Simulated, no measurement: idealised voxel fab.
Process module in this document: voxel wiring stack
275 nm wide, 5 nm square cells: that's cross-section cut.
Format of a cross-section: grid, square cells. Given as bands. Order: top down. Band: one or more rows of cells. A band entry consists of two parts. The first gives the height of the band's top and the height of its bottom, in nm. The rest lists the band's materials from left to right, each with its width in nm. A single material labelled with the word "throughout" fills the band from edge to edge, and the word "empty" marks empty space. Counting heights begins at 0, where everything beneath is, in the wafer as received, one material. The lowest band has no bottom; it goes on downwards, as "from 0 down" shows. Read "30..40" as a graded width: first number on top, second number at the bottom, same change between each pair of neighbouring rows. The cross-section has no changed cell in any step marked "nothing different". If an empty space has no open way to the top and is at least 8 cells in size, "Entrapped void list" lists it, written width x height at distance, where distance is measured from the left edge and every value is in nm. On each step's line, the part that comes after the settings is the simulator's own comment on the step. What "overlay nm" on a step's line means: if the step has a mask, that mask lay this far to the right of its planned place, or, when the value is negative, to the left.

The planned process steps are enumerated hereunder
1. RECEIVE [material Si]
2. CONFORMAL_DEP [material SiO2] [thk nm 15]
3. DIRECTIONAL_DEP [material TiN] [thk nm 5]
4. DIRECTIONAL_DEP [material Ru] [thk nm 25]
5. PATTERN [tone cover] [mask id METAL_1] [material resist] [width nm 25] [pitch nm 40] [thk nm 20] [overlay nm 0]
6. DIRECTIONAL_ETCH [etch materials Ru] [depth nm 25]
7. DIRECTIONAL_ETCH [etch materials TiN] [depth nm 5]
8. STRIP [etch materials resist]
9. FILL_DEP [material lowk] [thk nm 10]
10. CMP [height nm 45]
11. CONFORMAL_DEP [material SiCN] [thk nm 5]
12. DIRECTIONAL_DEP [material SiO2] [thk nm 30]
13. DIRECTIONAL_DEP [material aC] [thk nm 10]
14. PATTERN [tone open] [mask id METAL_2] [material resist] [width nm 25] [pitch nm 40] [thk nm 30] [overlay nm 0]
15. DIRECTIONAL_ETCH [etch materials aC] [depth nm 10]
16. STRIP [etch materials resist]
17. DIRECTIONAL_ETCH [etch materials SiO2] [depth nm 20]
18. STRIP [etch materials aC]
19. DIRECTIONAL_DEP [material aC] [thk nm 15]
20. PATTERN [tone open] [mask id METAL_2_HOLES] [material resist] [width nm 15] [pitch nm 80] [thk nm 35] [overlay nm 0]
21. DIRECTIONAL_ETCH [etch materials aC] [depth nm 15]
22. STRIP [etch materials resist]
23. DIRECTIONAL_ETCH [etch materials SiO2] [depth nm 10]
24. DIRECTIONAL_ETCH [etch materials SiCN] [depth nm 5]
25. STRIP [etch materials aC]
26. CONFORMAL_DEP [material TiN] [thk nm 5]
27. FILL_DEP [material Cu] [thk nm 10]
28. CMP [height nm 80]
29. CONFORMAL_DEP [material SiCN] [thk nm 5]
30. DIRECTIONAL_DEP [material SiO2] [thk nm 30]
31. PATTERN [tone open] [mask id METAL_3] [material resist] [width nm 25] [pitch nm 40] [thk nm 15] [overlay nm 0]
32. DIRECTIONAL_ETCH [etch materials SiO2] [depth nm 20]
33. STRIP [etch materials resist]
34. DIRECTIONAL_DEP [material aC] [thk nm 10]
35. PATTERN [tone open] [mask id METAL_3_HOLES] [material resist] [width nm 15] [pitch nm 80] [thk nm 25] [overlay nm 0]
36. DIRECTIONAL_ETCH [etch materials aC] [depth nm 5]
37. STRIP [etch materials resist]
38. DIRECTIONAL_ETCH [etch materials SiO2] [depth nm 10]
39. DIRECTIONAL_ETCH [etch materials SiCN] [depth nm 5]
40. STRIP [etch materials aC]
41. CONFORMAL_DEP [material TiN] [thk nm 5]
42. FILL_DEP [material Ru] [thk nm 5]
43. CMP [height nm 115]
44. CONFORMAL_DEP [material SiCN] [thk nm 5]
45. DIRECTIONAL_DEP [material SiO2] [thk nm 30]
46. PATTERN [tone open] [mask id METAL_4_HOLES] [material resist] [width nm 15] [pitch nm 40] [thk nm 20] [overlay nm 0]
47. DIRECTIONAL_ETCH [etch materials SiO2] [depth nm 30]
48. STRIP [etch materials resist]
49. PATTERN [tone open] [mask id METAL_4] [material resist] [width nm 25] [pitch nm 40] [thk nm 20] [overlay nm 0]
50. DIRECTIONAL_ETCH [etch materials SiO2] [depth nm 20]
51. DIRECTIONAL_ETCH [etch materials SiCN] [depth nm 5]
52. STRIP [etch materials resist]
53. CONFORMAL_DEP [material TiN] [thk nm 5]
54. FILL_DEP [material Cu] [thk nm 5]
55. CMP [height nm 150]
56. CONFORMAL_DEP [material SiCN] [thk nm 5]
The wafers are alike at the start. At step 36, their depth nm differs. The plan lists the first wafer's value.

Cross-section, first of several wafers, as delivered after step 1
  from 0 down: Si throughout
  Entrapped void list: none

What follows is a table in which each wafer occupies a row; for the wafer as it stands at the close of the module, the row states, material by material, how many cells have been gained (+) or lost (-) since receipt, and then gives its closed voids
depth nm 5, +69 Cu, +102 Ru, +205 SiCN, +945 SiO2, +144 TiN, +240 lowk, Entrapped void list: none
depth nm 10, +69 Cu, +108 Ru, +199 SiCN, +933 SiO2, +156 TiN, +240 lowk, Entrapped void list: none
depth nm 15, +69 Cu, +108 Ru, +199 SiCN, +933 SiO2, +156 TiN, +240 lowk, Entrapped void list: none
depth nm 20, +69 Cu, +108 Ru, +199 SiCN, +933 SiO2, +156 TiN, +240 lowk, Entrapped void list: none
depth nm 25, +69 Cu, +108 Ru, +199 SiCN, +933 SiO2, +156 TiN, +240 lowk, Entrapped void list: none
